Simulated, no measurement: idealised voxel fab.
Process module heading - voxel quadruple lines
Xsec cut, 270 nm wide, square cell size 5 nm.
Reading order for cross-sections: top band down to bottom band. Underlying form: a grid of square cells. Band size: one or more rows of cells.
Look at the band entry: it leads with the top's height and the bottom's height in nm. Then it lists the materials left to right, with a width in nm for each. The word "edge to edge" on a single material says that material fills the band edge to edge. The word "air" is empty space.
For the purposes of this specification, 0 denotes the height below which the wafer in its as-received condition is composed wholly of one material, and the lowermost band, lacking a lower limit, extends downward without end, as expressed in "0..down".
Width spec "30 to 40" -> top row of cells at first value, bottom row at second value, equal per-row change in between.
Given "nothing different" for a step, no cell of the cross-section differs between before and after that step.
You'll see "Non-vented voids" listing empty spaces that have no way open to the top, as long as they're 8 cells or more; the notation is width x height at distance, where the distance is from the left edge, and all of it is in nm.
Whatever follows a step's settings on its line is a remark the simulator itself makes about that step.
If you see "overlay nm" on a step's line and that step has a mask, it's telling you how far right of where it was planned the mask ended up; a negative number means it went left instead.

**The following list gives the planned process steps**
1) RECEIVE with material Si
2) CONFORMAL_DEP with material SiO2, thk nm 5
3) DIRECTIONAL_DEP with material W, thk nm 15
4) DIRECTIONAL_DEP with material polySi, thk nm 15
5) DIRECTIONAL_DEP with material aC, thk nm 25
6) PATTERN with tone cover, mask id MANDREL, material resist, width nm 30, pitch nm 80, thk nm 35, overlay nm 0
7) DIRECTIONAL_ETCH with etch materials aC, depth nm 25
8) STRIP with etch materials resist
9) CONFORMAL_DEP with material SiO2, thk nm 10
10) DIRECTIONAL_ETCH with etch materials SiO2, depth nm 10
11) STRIP with etch materials aC
12) DIRECTIONAL_ETCH with etch materials polySi, depth nm 15
13) STRIP with etch materials SiO2
14) CONFORMAL_DEP with material SiCN, thk nm 10
15) DIRECTIONAL_ETCH with etch materials SiCN, depth nm 10
16) STRIP with etch materials polySi
17) DIRECTIONAL_ETCH with etch materials W, depth nm 15
18) STRIP with etch materials SiCN

**First out of two wafers; run went to plan**

**Shown in cross-section is the wafer as received, that is, as it stands after step 1**
> 0..down  Si edge to edge
> Non-vented voids: none

**Step 2 done - wafer cross-section**
> 5..0  SiO2 edge to edge
> Below a height of 0, the structure has not been altered.

**Step 3 done - wafer cross-section**
> 20..5  W edge to edge
> Below a height of 5, the structure has not been altered.

**Step 4 done - wafer cross-section**
> 35..20  polySi edge to edge
> Below a height of 20, the structure has not been altered.

**Step 5 done - wafer cross-section**
> 60..35  aC edge to edge
> Below a height of 35, the structure has not been altered.

**Step 6 done - wafer cross-section**
> 95..60  air 80 | resist 30 | air 50 | resist 30 | air 80
> Below a height of 60, the structure has not been altered.

**Step 7 done - wafer cross-section**
> 70..60  air 80 | resist 30 | air 50 | resist 30 | air 80
> 60..35  air 80 | aC 30 | air 50 | aC 30 | air 80
> Below a height of 35, the structure has not been altered.

**Step 8 done - wafer cross-section**
> 60..35  air 80 | aC 30 | air 50 | aC 30 | air 80
> Below a height of 35, the structure has not been altered.

**Step 9 done - wafer cross-section**
> 70..60  air 70 | SiO2 50 | air 30 | SiO2 50 | air 70
> 60..45  air 70 | SiO2 10 | aC 30 | SiO2 10 | air 30 | SiO2 10 | aC 30 | SiO2 10 | air 70
> 45..35  SiO2 80 | aC 30 | SiO2 50 | aC 30 | SiO2 80
> Below a height of 35, the structure has not been altered.

**Step 10 done - wafer cross-section**
> 60..35  air 70 | SiO2 10 | aC 30 | SiO2 10 | air 30 | SiO2 10 | aC 30 | SiO2 10 | air 70
> Below a height of 35, the structure has not been altered.

**Step 11 done - wafer cross-section**
> 60..35  air 70 | SiO2 10 | air 30 | SiO2 10 | air 30 | SiO2 10 | air 30 | SiO2 10 | air 70
> Below a height of 35, the structure has not been altered.

**Step 12 done - wafer cross-section**
> 60..35  air 70 | SiO2 10 | air 30 | SiO2 10 | air 30 | SiO2 10 | air 30 | SiO2 10 | air 70
> 35..20  air 70 | polySi 10 | air 30 | polySi 10 | air 30 | polySi 10 | air 30 | polySi 10 | air 70
> Below a height of 20, the structure has not been altered.

**Step 13 done - wafer cross-section**
> 35..20  air 70 | polySi 10 | air 30 | polySi 10 | air 30 | polySi 10 | air 30 | polySi 10 | air 70
> Below a height of 20, the structure has not been altered.

**Step 14 done - wafer cross-section**
> 45..35  air 60 | SiCN 30 | air 10 | SiCN 30 | air 10 | SiCN 30 | air 10 | SiCN 30 | air 60
> 35..30  air 60 | SiCN 10 | polySi 10 | SiCN 10 | air 10 | SiCN 10 | polySi 10 | SiCN 10 | air 10 | SiCN 10 | polySi 10 | SiCN 10 | air 10 | SiCN 10 | polySi 10 | SiCN 10 | air 60
> 30..20  SiCN 70 | polySi 10 | SiCN 30 | polySi 10 | SiCN 30 | polySi 10 | SiCN 30 | polySi 10 | SiCN 70
> Below a height of 20, the structure has not been altered.

**Step 15 done - wafer cross-section**
> 35..20  air 60 | SiCN 10 | polySi 10 | SiCN 10 | air 10 | SiCN 10 | polySi 10 | SiCN 10 | air 10 | SiCN 10 | polySi 10 | SiCN 10 | air 10 | SiCN 10 | polySi 10 | SiCN 10 | air 60
> Below a height of 20, the structure has not been altered.

**Step 16 done - wafer cross-section**
> 35..20  air 60 | SiCN 10 | air 10 | SiCN 10 | air 10 | SiCN 10 | air 10 | SiCN 10 | air 10 | SiCN 10 | air 10 | SiCN 10 | air 10 | SiCN 10 | air 10 | SiCN 10 | air 60
> Below a height of 20, the structure has not been altered.

**Step 17 done - wafer cross-section**
> 35..20  air 60 | SiCN 10 | air 10 | SiCN 10 | air 10 | SiCN 10 | air 10 | SiCN 10 | air 10 | SiCN 10 | air 10 | SiCN 10 | air 10 | SiCN 10 | air 10 | SiCN 10 | air 60
> 20..5  air 60 | W 10 | air 10 | W 10 | air 10 | W 10 | air 10 | W 10 | air 10 | W 10 | air 10 | W 10 | air 10 | W 10 | air 10 | W 10 | air 60
> Below a height of 5, the structure has not been altered.

**Step 18 done - wafer cross-section**
> 20..5  air 60 | W 10 | air 10 | W 10 | air 10 | W 10 | air 10 | W 10 | air 10 | W 10 | air 10 | W 10 | air 10 | W 10 | air 10 | W 10 | air 60
> Below a height of 5, the structure has not been altered.

**Second of two: same start, same plan, one run error; steps up to and including 8 match the first**

**Cross-sectional view of the second wafer at the intended end time of process step 9**
> 70..60  air 70 | SiCN 50 | air 30 | SiCN 50 | air 70
> 60..45  air 70 | SiCN 10 | aC 30 | SiCN 10 | air 30 | SiCN 10 | aC 30 | SiCN 10 | air 70
> 45..35  SiCN 80 | aC 30 | SiCN 50 | aC 30 | SiCN 80
> Below a height of 35, the structure has not been altered.

Cross-sectional view of the second wafer at the intended end time of process step 10: nothing different

Cross-sectional view of the second wafer at the intended end time of process step 11: nothing different

Cross-sectional view of the second wafer at the intended end time of process step 12: nothing different

Cross-sectional view of the second wafer at the intended end time of process step 13: nothing different

**Cross-sectional view of the second wafer at the intended end time of process step 14**
> 80..60  air 60 | SiCN 70 | air 10 | SiCN 70 | air 60
> 60..55  air 60 | SiCN 20 | aC 30 | SiCN 20 | air 10 | SiCN 20 | aC 30 | SiCN 20 | air 60
> 55..35  SiCN 80 | aC 30 | SiCN 50 | aC 30 | SiCN 80
> Below a height of 35, the structure has not been altered.

**Cross-sectional view of the second wafer at the intended end time of process step 15**
> 70..60  air 60 | SiCN 70 | air 10 | SiCN 70 | air 60
> 60..45  air 60 | SiCN 20 | aC 30 | SiCN 20 | air 10 | SiCN 20 | aC 30 | SiCN 20 | air 60
> Below a height of 45, the structure has not been altered.

Cross-sectional view of the second wafer at the intended end time of process step 16: nothing different

Cross-sectional view of the second wafer at the intended end time of process step 17: nothing different

**Cross-sectional view of the second wafer at the intended end time of process step 18**
> 60..35  air 80 | aC 30 | air 50 | aC 30 | air 80
> Below a height of 35, the structure has not been altered.
Plan not followed: not per plan at step 9, really ran CONFORMAL_DEP with material SiCN, thk nm 10
In the final state, the cell counts of the second wafer exceed or fall short of those of the first for the following materials: 114 more of W, 60 more of aC, 162 more of polySi
